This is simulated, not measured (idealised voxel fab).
Proc. module: voxel self aligned vias
Xsec cut, 160 nm wide, square cell size 5 nm.
This document writes a cross-section as a grid whose cells are square, and gives it as bands, listed from the top down; one or more rows of cells form a band. Per band: top height and bottom height in nm, followed by the left-to-right materials and their widths in nm; "all across" marks a single material spanning edge to edge, "empty" marks empty space. Where do heights start? At 0: under that level the wafer as delivered is made of one material only. And the lowest band has no floor; it just carries on downward, as in "0 and below". The expression "30 to 40" gives the width at the extremes of the band, the first number at its top row of cells and the second at its bottom row, with the width changing by equal amounts from each row to the next in between. Reading "changes: none" for a step: not a cell of the cross-section changed in it. Empty spaces counting at least 8 cells and having no open way to the top are listed in "Enclosed void catalog". The notation width x height at distance is used for each, the distance being from the left edge and all three values in nm. Note: text after step settings on the step line = simulator remark on that step. Each step line may optionally specify "overlay nm", which for a step with a mask gives the rightward distance between the mask's planned place and where it lay, a negative value indicating the leftward direction.

These are the steps we planned for the process
1 RECEIVE (material Si)
2 CONFORMAL_DEP (material SiO2; thk nm 10)
3 CONFORMAL_DEP (material SiCN; thk nm 5)
4 DIRECTIONAL_DEP (material lowk; thk nm 25)
5 DIRECTIONAL_DEP (material aC; thk nm 15)
6 PATTERN (tone open; mask id LINES; material resist; width nm 25; pitch nm 55; thk nm 30; overlay nm 0)
7 DIRECTIONAL_ETCH (etch materials aC; depth nm 15)
8 STRIP (etch materials resist)
9 DIRECTIONAL_ETCH (etch materials lowk; depth nm 25)
10 STRIP (etch materials aC)
11 CONFORMAL_DEP (material TiN; thk nm 5)
12 FILL_DEP (material Ru; thk nm 5)
13 CMP (height nm 40)
14 SELECTIVE_ETCH (etch materials W Ru TiN; depth nm 5)
15 FILL_DEP (material SiN; thk nm 10)
16 CMP (height nm 40)
17 DIRECTIONAL_DEP (material lowk; thk nm 15)
18 PATTERN (tone open; mask id VIAS; material resist; width nm 35; pitch nm 55; thk nm 15; overlay nm 0)
19 DIRECTIONAL_ETCH (etch materials lowk; depth nm 15)
20 DIRECTIONAL_ETCH (etch materials SiN; depth nm 5)
21 STRIP (etch materials resist)
22 CONFORMAL_DEP (material TiN; thk nm 5)
23 FILL_DEP (material W; thk nm 10)
24 CMP (height nm 55)
25 CONFORMAL_DEP (material SiN; thk nm 5)

The first of a set of two wafers, run to plan

As received, after step 1
    0 and below: Si all across
    Enclosed void catalog: none

Upon completion of step 2, the wafer appears in cross-section as shown
    10 down to 0: SiO2 all across
    At heights below 0, the structure remains unaltered.

Upon completion of step 3, the wafer appears in cross-section as shown
    15 down to 10: SiCN all across
    At heights below 10, the structure remains unaltered.

Upon completion of step 4, the wafer appears in cross-section as shown
    40 down to 15: lowk all across
    At heights below 15, the structure remains unaltered.

Upon completion of step 5, the wafer appears in cross-section as shown
    55 down to 40: aC all across
    At heights below 40, the structure remains unaltered.

Upon completion of step 6, the wafer appears in cross-section as shown
    85 down to 55: 40 resist, then 25 empty, then 30 resist, then 25 empty, then 40 resist
    At heights below 55, the structure remains unaltered.

Upon completion of step 7, the wafer appears in cross-section as shown
    70 down to 55: 40 resist, then 25 empty, then 30 resist, then 25 empty, then 40 resist
    55 down to 40: 40 aC, then 25 empty, then 30 aC, then 25 empty, then 40 aC
    At heights below 40, the structure remains unaltered.

Upon completion of step 8, the wafer appears in cross-section as shown
    55 down to 40: 40 aC, then 25 empty, then 30 aC, then 25 empty, then 40 aC
    At heights below 40, the structure remains unaltered.

Upon completion of step 9, the wafer appears in cross-section as shown
    55 down to 40: 40 aC, then 25 empty, then 30 aC, then 25 empty, then 40 aC
    40 down to 15: 40 lowk, then 25 empty, then 30 lowk, then 25 empty, then 40 lowk
    At heights below 15, the structure remains unaltered.

Upon completion of step 10, the wafer appears in cross-section as shown
    40 down to 15: 40 lowk, then 25 empty, then 30 lowk, then 25 empty, then 40 lowk
    At heights below 15, the structure remains unaltered.

Upon completion of step 11, the wafer appears in cross-section as shown
    45 down to 40: 45 TiN, then 15 empty, then 40 TiN, then 15 empty, then 45 TiN
    40 down to 20: 40 lowk, then 5 TiN, then 15 empty, then 5 TiN, then 30 lowk, then 5 TiN, then 15 empty, then 5 TiN, then 40 lowk
    20 down to 15: 40 lowk, then 25 TiN, then 30 lowk, then 25 TiN, then 40 lowk
    At heights below 15, the structure remains unaltered.

Upon completion of step 12, the wafer appears in cross-section as shown
    50 down to 45: Ru all across
    45 down to 40: 45 TiN, then 15 Ru, then 40 TiN, then 15 Ru, then 45 TiN
    40 down to 20: 40 lowk, then 5 TiN, then 15 Ru, then 5 TiN, then 30 lowk, then 5 TiN, then 15 Ru, then 5 TiN, then 40 lowk
    At heights below 20, the structure remains unaltered.

Upon completion of step 13, the wafer appears in cross-section as shown
    40 down to 20: 40 lowk, then 5 TiN, then 15 Ru, then 5 TiN, then 30 lowk, then 5 TiN, then 15 Ru, then 5 TiN, then 40 lowk
    At heights below 20, the structure remains unaltered.

Upon completion of step 14, the wafer appears in cross-section as shown
    40 down to 35: 40 lowk, then 25 empty, then 30 lowk, then 25 empty, then 40 lowk
    At heights below 35, the structure remains unaltered.

Upon completion of step 15, the wafer appears in cross-section as shown
    50 down to 40: SiN all across
    40 down to 35: 40 lowk, then 25 SiN, then 30 lowk, then 25 SiN, then 40 lowk
    At heights below 35, the structure remains unaltered.

Upon completion of step 16, the wafer appears in cross-section as shown
    40 down to 35: 40 lowk, then 25 SiN, then 30 lowk, then 25 SiN, then 40 lowk
    At heights below 35, the structure remains unaltered.

Upon completion of step 17, the wafer appears in cross-section as shown
    55 down to 40: lowk all across
    At heights below 40, the structure remains unaltered.

Upon completion of step 18, the wafer appears in cross-section as shown
    70 down to 55: 35 resist, then 35 empty, then 20 resist, then 35 empty, then 35 resist
    At heights below 55, the structure remains unaltered.

Upon completion of step 19, the wafer appears in cross-section as shown
    70 down to 55: 35 resist, then 35 empty, then 20 resist, then 35 empty, then 35 resist
    55 down to 40: 35 lowk, then 35 empty, then 20 lowk, then 35 empty, then 35 lowk
    At heights below 40, the structure remains unaltered.

Upon completion of step 20, the wafer appears in cross-section as shown
    70 down to 55: 35 resist, then 35 empty, then 20 resist, then 35 empty, then 35 resist
    55 down to 40: 35 lowk, then 35 empty, then 20 lowk, then 35 empty, then 35 lowk
    40 down to 35: 40 lowk, then 25 empty, then 30 lowk, then 25 empty, then 40 lowk
    At heights below 35, the structure remains unaltered.

Upon completion of step 21, the wafer appears in cross-section as shown
    55 down to 40: 35 lowk, then 35 empty, then 20 lowk, then 35 empty, then 35 lowk
    At heights below 40, the structure remains unaltered.

Upon completion of step 22, the wafer appears in cross-section as shown
    60 down to 55: 40 TiN, then 25 empty, then 30 TiN, then 25 empty, then 40 TiN
    55 down to 45: 35 lowk, then 5 TiN, then 25 empty, then 5 TiN, then 20 lowk, then 5 TiN, then 25 empty, then 5 TiN, then 35 lowk
    45 down to 40: 35 lowk, then 10 TiN, then 15 empty, then 10 TiN, then 20 lowk, then 10 TiN, then 15 empty, then 10 TiN, then 35 lowk
    40 down to 35: 40 lowk, then 25 TiN, then 30 lowk, then 25 TiN, then 40 lowk
    At heights below 35, the structure remains unaltered.

Upon completion of step 23, the wafer appears in cross-section as shown
    70 down to 60: W all across
    60 down to 55: 40 TiN, then 25 W, then 30 TiN, then 25 W, then 40 TiN
    55 down to 45: 35 lowk, then 5 TiN, then 25 W, then 5 TiN, then 20 lowk, then 5 TiN, then 25 W, then 5 TiN, then 35 lowk
    45 down to 40: 35 lowk, then 10 TiN, then 15 W, then 10 TiN, then 20 lowk, then 10 TiN, then 15 W, then 10 TiN, then 35 lowk
    At heights below 40, the structure remains unaltered.

Upon completion of step 24, the wafer appears in cross-section as shown
    55 down to 45: 35 lowk, then 5 TiN, then 25 W, then 5 TiN, then 20 lowk, then 5 TiN, then 25 W, then 5 TiN, then 35 lowk
    At heights below 45, the structure remains unaltered.

Upon completion of step 25, the wafer appears in cross-section as shown
    60 down to 55: SiN all across
    At heights below 55, the structure remains unaltered.

Second wafer. Start and plan as for the first. One mistake made in running. Agrees with the first up to and including step 1

Cross-section of the second wafer corresponding to the planned conclusion of step 2
    5 down to 0: SiO2 all across
    At heights below 0, the structure remains unaltered.

Cross-section of the second wafer corresponding to the planned conclusion of step 3
    10 down to 5: SiCN all across
    At heights below 5, the structure remains unaltered.

Cross-section of the second wafer corresponding to the planned conclusion of step 4
    35 down to 10: lowk all across
    At heights below 10, the structure remains unaltered.

Cross-section of the second wafer corresponding to the planned conclusion of step 5
    50 down to 35: aC all across
    At heights below 35, the structure remains unaltered.

Cross-section of the second wafer corresponding to the planned conclusion of step 6
    80 down to 50: 40 resist, then 25 empty, then 30 resist, then 25 empty, then 40 resist
    At heights below 50, the structure remains unaltered.

Cross-section of the second wafer corresponding to the planned conclusion of step 7
    65 down to 50: 40 resist, then 25 empty, then 30 resist, then 25 empty, then 40 resist
    50 down to 35: 40 aC, then 25 empty, then 30 aC, then 25 empty, then 40 aC
    At heights below 35, the structure remains unaltered.

Cross-section of the second wafer corresponding to the planned conclusion of step 8
    50 down to 35: 40 aC, then 25 empty, then 30 aC, then 25 empty, then 40 aC
    At heights below 35, the structure remains unaltered.

Cross-section of the second wafer corresponding to the planned conclusion of step 9
    50 down to 35: 40 aC, then 25 empty, then 30 aC, then 25 empty, then 40 aC
    35 down to 10: 40 lowk, then 25 empty, then 30 lowk, then 25 empty, then 40 lowk
    At heights below 10, the structure remains unaltered.

Cross-section of the second wafer corresponding to the planned conclusion of step 10
    35 down to 10: 40 lowk, then 25 empty, then 30 lowk, then 25 empty, then 40 lowk
    At heights below 10, the structure remains unaltered.

Cross-section of the second wafer corresponding to the planned conclusion of step 11
    40 down to 35: 45 TiN, then 15 empty, then 40 TiN, then 15 empty, then 45 TiN
    35 down to 15: 40 lowk, then 5 TiN, then 15 empty, then 5 TiN, then 30 lowk, then 5 TiN, then 15 empty, then 5 TiN, then 40 lowk
    15 down to 10: 40 lowk, then 25 TiN, then 30 lowk, then 25 TiN, then 40 lowk
    At heights below 10, the structure remains unaltered.

Cross-section of the second wafer corresponding to the planned conclusion of step 12
    45 down to 40: Ru all across
    40 down to 35: 45 TiN, then 15 Ru, then 40 TiN, then 15 Ru, then 45 TiN
    35 down to 15: 40 lowk, then 5 TiN, then 15 Ru, then 5 TiN, then 30 lowk, then 5 TiN, then 15 Ru, then 5 TiN, then 40 lowk
    At heights below 15, the structure remains unaltered.

Cross-section of the second wafer corresponding to the planned conclusion of step 13
    40 down to 35: 45 TiN, then 15 Ru, then 40 TiN, then 15 Ru, then 45 TiN
    At heights below 35, the structure remains unaltered.

Cross-section of the second wafer corresponding to the planned conclusion of step 14
    35 down to 15: 40 lowk, then 5 TiN, then 15 Ru, then 5 TiN, then 30 lowk, then 5 TiN, then 15 Ru, then 5 TiN, then 40 lowk
    At heights below 15, the structure remains unaltered.

Cross-section of the second wafer corresponding to the planned conclusion of step 15
    45 down to 35: SiN all across
    At heights below 35, the structure remains unaltered.

Cross-section of the second wafer corresponding to the planned conclusion of step 16
    40 down to 35: SiN all across
    At heights below 35, the structure remains unaltered.

Cross-section of the second wafer corresponding to the planned conclusion of step 17
    55 down to 40: lowk all across
    At heights below 40, the structure remains unaltered.

Cross-section of the second wafer corresponding to the planned conclusion of step 18
    70 down to 55: 35 resist, then 35 empty, then 20 resist, then 35 empty, then 35 resist
    At heights below 55, the structure remains unaltered.

Cross-section of the second wafer corresponding to the planned conclusion of step 19
    70 down to 55: 35 resist, then 35 empty, then 20 resist, then 35 empty, then 35 resist
    55 down to 40: 35 lowk, then 35 empty, then 20 lowk, then 35 empty, then 35 lowk
    At heights below 40, the structure remains unaltered.

Cross-section of the second wafer corresponding to the planned conclusion of step 20
    70 down to 55: 35 resist, then 35 empty, then 20 resist, then 35 empty, then 35 resist
    55 down to 40: 35 lowk, then 35 empty, then 20 lowk, then 35 empty, then 35 lowk
    40 down to 35: 35 SiN, then 35 empty, then 20 SiN, then 35 empty, then 35 SiN
    At heights below 35, the structure remains unaltered.

Cross-section of the second wafer corresponding to the planned conclusion of step 21
    55 down to 40: 35 lowk, then 35 empty, then 20 lowk, then 35 empty, then 35 lowk
    At heights below 40, the structure remains unaltered.

Cross-section of the second wafer corresponding to the planned conclusion of step 22
    60 down to 55: 40 TiN, then 25 empty, then 30 TiN, then 25 empty, then 40 TiN
    55 down to 40: 35 lowk, then 5 TiN, then 25 empty, then 5 TiN, then 20 lowk, then 5 TiN, then 25 empty, then 5 TiN, then 35 lowk
    40 down to 35: 35 SiN, then 35 TiN, then 20 SiN, then 35 TiN, then 35 SiN
    At heights below 35, the structure remains unaltered.

Cross-section of the second wafer corresponding to the planned conclusion of step 23
    70 down to 60: W all across
    60 down to 55: 40 TiN, then 25 W, then 30 TiN, then 25 W, then 40 TiN
    55 down to 40: 35 lowk, then 5 TiN, then 25 W, then 5 TiN, then 20 lowk, then 5 TiN, then 25 W, then 5 TiN, then 35 lowk
    At heights below 40, the structure remains unaltered.

Cross-section of the second wafer corresponding to the planned conclusion of step 24
    55 down to 40: 35 lowk, then 5 TiN, then 25 W, then 5 TiN, then 20 lowk, then 5 TiN, then 25 W, then 5 TiN, then 35 lowk
    At heights below 40, the structure remains unaltered.

Cross-section of the second wafer corresponding to the planned conclusion of step 25
    60 down to 55: SiN all across
    At heights below 55, the structure remains unaltered.
What was done differently from what was planned? for step 2, the planned setting was not used; the step was instead run as CONFORMAL_DEP (material SiO2; thk nm 5)
Final cells, second wafer relative to first, materials higher or lower: Ru +6; SiN +18; SiO2 -32; TiN +4; W +4
